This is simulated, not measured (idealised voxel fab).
process module | voxel wiring stack
cross-section cut | 160 nm wide | cells 5 nm
A cross-section is a grid of square cells, given in bands from the top down. A band is one or more rows of cells.
Each band's line starts with the height of the band's top and of its bottom, in nm. Then come its materials from left to right, each with its width in nm. One material with "throughout" fills the band from edge to edge. "air" is empty space.
Height 0 is the level under which the wafer as received is all one material. The lowest band goes on downwards, as in "0 down".
A width such as "30 to 40" changes by the same amount from each row of cells to the next, from the band's top row to its bottom row.
"no change" after a step means that no cell of the cross-section changed.
closed voids: empty space of 8 cells or more with no open way to the top, each as width x height at its distance from the left edge, in nm
after a step's settings: what the simulator itself notes on the step
overlay nm, on a step with a mask: how far to the right of its planned place the mask lay; to the left if negative
plan
1 op RECEIVE | material Si
2 op CONFORMAL_DEP | material SiO2 | thk nm 15
3 op DIRECTIONAL_DEP | material TiN | thk nm 5
4 op DIRECTIONAL_DEP | material W | thk nm 20
5 op MASKED_ETCH | tone cover | mask id METAL_1 | width nm 20 | pitch nm 50 | etch materials W | depth nm 20 | overlay nm 0
6 op MASKED_ETCH | tone cover | mask id METAL_1 | width nm 20 | pitch nm 50 | etch materials TiN | depth nm 5 | overlay nm 0
7 op FILL_DEP | material SiO2 | thk nm 10
8 op CMP | height nm 40
9 op CONFORMAL_DEP | material SiCN | thk nm 5
10 op DIRECTIONAL_DEP | material SiO2 | thk nm 20
11 op DIRECTIONAL_DEP | material aC | thk nm 15
12 op PATTERN | tone open | mask id PLUG_1 | material resist | width nm 15 | pitch nm 50 | thk nm 35 | overlay nm 0
13 op DIRECTIONAL_ETCH | etch materials aC | depth nm 15
14 op STRIP | etch materials resist
15 op DIRECTIONAL_ETCH | etch materials SiO2 | depth nm 20
16 op DIRECTIONAL_ETCH | etch materials SiCN | depth nm 5
17 op STRIP | etch materials aC
18 op EPI | material Ru | thk nm 10
19 op EPI | material Ru | thk nm 10
20 op EPI | material Ru | thk nm 5
21 op DIRECTIONAL_DEP | material TiN | thk nm 5
22 op DIRECTIONAL_DEP | material Ru | thk nm 25
23 op PATTERN | tone cover | mask id METAL_2 | material resist | width nm 20 | pitch nm 50 | thk nm 15 | overlay nm 0
24 op DIRECTIONAL_ETCH | etch materials Ru | depth nm 25
25 op DIRECTIONAL_ETCH | etch materials TiN | depth nm 5
26 op STRIP | etch materials resist
27 op FILL_DEP | material SiO2 | thk nm 10
28 op CMP | height nm 95
29 op CONFORMAL_DEP | material SiCN | thk nm 5
as received, after step 1
  0 down: Si throughout
  closed voids: none
first wafer at the end, as planned
  100 to 95: SiCN throughout
  95 to 70: SiO2 20 | Ru 20 | SiO2 30 | Ru 20 | SiO2 30 | Ru 20 | SiO2 20
  70 to 65: SiO2 20 | TiN 20 | SiO2 30 | TiN 20 | SiO2 30 | TiN 20 | SiO2 20
  65 to 45: SiO2 20 | Ru 15 | SiO2 35 | Ru 15 | SiO2 35 | Ru 15 | SiO2 25
  45 to 40: SiCN 20 | Ru 15 | SiCN 35 | Ru 15 | SiCN 35 | Ru 15 | SiCN 25
  40 to 20: SiO2 20 | W 20 | SiO2 30 | W 20 | SiO2 30 | W 20 | SiO2 20
  20 to 15: SiO2 20 | TiN 20 | SiO2 30 | TiN 20 | SiO2 30 | TiN 20 | SiO2 20
  15 to 0: SiO2 throughout
  0 down: Si throughout
  closed voids: none
second wafer at the end: like start, like plan, one mistake
  100 to 95: SiCN throughout
  95 to 70: SiO2 20 | Ru 20 | SiO2 30 | Ru 20 | SiO2 30 | Ru 20 | SiO2 20
  70 to 65: SiO2 20 | TiN 20 | SiO2 30 | TiN 20 | SiO2 30 | TiN 20 | SiO2 20
  65 to 45: SiO2 25 | Ru 15 | SiO2 35 | Ru 15 | SiO2 35 | Ru 15 | SiO2 20
  45 to 40: SiCN 25 | Ru 15 | SiCN 35 | Ru 15 | SiCN 35 | Ru 15 | SiCN 20
  40 to 20: SiO2 20 | W 20 | SiO2 30 | W 20 | SiO2 30 | W 20 | SiO2 20
  20 to 15: SiO2 20 | TiN 20 | SiO2 30 | TiN 20 | SiO2 30 | TiN 20 | SiO2 20
  15 to 0: SiO2 throughout
  0 down: Si throughout
  closed voids: none
what went wrong: step 12 ran as: op PATTERN | tone open | mask id PLUG_1 | material resist | width nm 15 | pitch nm 50 | thk nm 35 | overlay nm 5
at the end the second wafer has, in cells: as many of each material as the first, in other places
